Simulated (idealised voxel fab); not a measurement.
This section sets out a process module, namely voxel ribs on slabs.
Cross-section cut spans 270 nm and uses square cells 5 nm in size.
This document writes a cross-section as a grid whose cells are square, and gives it as bands, listed from the top down; one or more rows of cells form a band. It is stipulated that each band's entry specify, in nanometres, the height of the top of the band and then that of its bottom, followed by the materials of the band in left-to-right sequence, each together with its width in nanometres. A single material marked by the word "throughout" is understood to fill the band from edge to edge; the word "air" is understood to denote empty space. Heights are reckoned from 0. Under this level, the received wafer is all of one material. The bottommost band is open-ended downward, for example "from 0 down". The width entry "30..40" should be interpreted row by row: the top row of cells in the band takes the first number, the bottom row takes the second number, and the change between adjacent rows is uniform throughout. "changes: none" (step): cross-section cells unchanged, all of them. Look at "Closed void register" for the closed voids: empty spaces with no open path to the top, sized 8 cells or up. Each is width x height at distance, distance from the left edge, all nm. Where a step's line continues beyond its settings, the continuation is a remark by the simulator itself on that step. Each step line may optionally specify "overlay nm", which for a step with a mask gives the rightward distance between the mask's planned place and where it lay, a negative value indicating the leftward direction.

-- Below is the list of planned process steps
| 1 | RECEIVE (material Si) |
| 2 | DIRECTIONAL_DEP (material SiO2; thk nm 20) |
| 3 | DIRECTIONAL_DEP (material SiN; thk nm 15) |
| 4 | MASKED_ETCH (tone cover; mask id RIB; width nm 15; etch materials SiN; depth nm 5; overlay nm 0) |
| 5 | DIRECTIONAL_DEP (material aC; thk nm 10) |
| 6 | PATTERN (tone cover; mask id SLAB; material resist; width nm 65; thk nm 30; overlay nm 0) |
| 7 | DIRECTIONAL_ETCH (etch materials aC; depth nm 10) |
| 8 | STRIP (etch materials resist) |
| 9 | DIRECTIONAL_ETCH (etch materials SiN; depth nm 10) |
| 10 | STRIP (etch materials aC) |
| 11 | FILL_DEP (material SiO2; thk nm 20) |
| 12 | CMP (height nm 50) |
| 13 | DIRECTIONAL_DEP (material W; thk nm 5) |
| 14 | PATTERN (tone cover; mask id HEATER; material resist; width nm 25; thk nm 20; overlay nm 0) |
| 15 | DIRECTIONAL_ETCH (etch materials W; depth nm 5) |
| 16 | STRIP (etch materials resist) |
| 17 | CONFORMAL_DEP (material SiO2; thk nm 10) |

-- As-received wafer cross-section (after step 1)
* from 0 down = Si throughout
* Closed void register: none

-- First of two wafers at the end of the module, shown in cross-section; run carried out as planned
* from 65 to 60 = air 110  SiO2 45  air 115
* from 60 to 55 = SiO2 throughout
* from 55 to 50 = SiO2 120  W 25  SiO2 125
* from 50 to 35 = SiO2 throughout
* from 35 to 30 = SiO2 125  SiN 15  SiO2 130
* from 30 to 20 = SiO2 100  SiN 65  SiO2 105
* from 20 to 0 = SiO2 throughout
* from 0 down = Si throughout
* Closed void register: none

-- Second wafer cross-section at end of module - shared start and plan with the first, one mistake in the run
* from 55 to 50 = air 120  W 25  air 125
* from 50 to 35 = SiO2 throughout
* from 35 to 30 = SiO2 125  SiN 15  SiO2 130
* from 30 to 20 = SiO2 100  SiN 65  SiO2 105
* from 20 to 0 = SiO2 throughout
* from 0 down = Si throughout
* Closed void register: none
What was the processing mistake? skipped: plan step 17 (never run)
Wafer comparison, final, in cells, second relative to first, materials more or fewer: SiO2: 112 fewer
